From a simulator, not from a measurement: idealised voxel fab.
Process module name: voxel released beams
Shown is cross-section cut, with a width of 205 nm and square cells of size 5 nm.
Cross-section = grid of square cells, listed top down in bands; band = one or more rows. For a band, the entry starts with two heights in nm, that of the top and then that of the bottom, and carries on with the band's materials in order from left to right, each alongside its width in nm; the word "edge to edge" beside a single material means it fills the band edge to edge, and "empty" means empty space. Beneath 0, the wafer as received is one material, and that level is where height counting begins. The lowest band goes on downward without a bottom; it is written like "0 nm and below". A two-number width, for instance "30->40", indicates that the width is equal to the first number in the top row of the band and to the second number in the bottom row, and that it changes by a constant amount per row of cells. Where a step carries "nothing different", the cross-section came out of it unchanged, cell for cell. Empty spaces without an open route to the top, at least 8 cells in extent, make up the entry "Completely sealed voids"; each is given as width x height at distance, where the distance is measured from the left edge, and all are in nm. Formally, on a step line, whatever follows the settings is a remark that the simulator itself makes on the step. "overlay nm" denotes, for a step that has a mask, the displacement of the mask to the right of its planned place, with negative values corresponding to the left.

-- Process steps (planned)
1,RECEIVE [material Si]
2,CONFORMAL_DEP [material SiN] [thk nm 5]
3,DIRECTIONAL_DEP [material SiO2] [thk nm 20]
4,MASKED_ETCH [tone open] [mask id ANCHOR] [width nm 25] [etch materials SiO2] [depth nm 20] [overlay nm 0]
5,CONFORMAL_DEP [material polySi] [thk nm 10]
6,PATTERN [tone cover] [mask id BEAM] [material resist] [width nm 80] [thk nm 20] [overlay nm 0]
7,DIRECTIONAL_ETCH [etch materials polySi] [depth nm 10]
8,STRIP [etch materials resist]
9,STRIP [etch materials SiO2]

-- Received-state cross-section, reflecting completion of step 1
- 0 nm and below: Si edge to edge
- Completely sealed voids: none

-- The first of two wafers, cross-sectioned at the end of the module, with the run proceeding as planned
- 35 nm to 25 nm: empty 60 nm  polySi 15 nm  empty 5 nm  polySi 60 nm  empty 65 nm
- 25 nm to 15 nm: empty 65 nm  polySi 10 nm  empty 5 nm  polySi 10 nm  empty 115 nm
- 15 nm to 5 nm: empty 65 nm  polySi 25 nm  empty 115 nm
- 5 nm to 0 nm: SiN edge to edge
- 0 nm and below: Si edge to edge
- Completely sealed voids: none

-- Wafer two, sectioned after the module: the first wafer's start, the first wafer's plan, and one mistake in how it was run
- 35 nm to 25 nm: empty 60 nm  polySi 40 nm  empty 105 nm
- 25 nm to 15 nm: empty 55 nm  polySi 10 nm  SiO2 25 nm  polySi 10 nm  empty 105 nm
- 15 nm to 5 nm: empty 55 nm  polySi 10 nm  SiO2 25 nm  polySi 50 nm  empty 65 nm
- 5 nm to 0 nm: SiN edge to edge
- 0 nm and below: Si edge to edge
- Completely sealed voids: none
Here's what went sideways: step 4 ran as: MASKED_ETCH [tone cover] [mask id ANCHOR] [width nm 25] [etch materials SiO2] [depth nm 20] [overlay nm 0]
The second wafer ends with more or fewer cells of some materials than the first, per final count: SiO2 +20
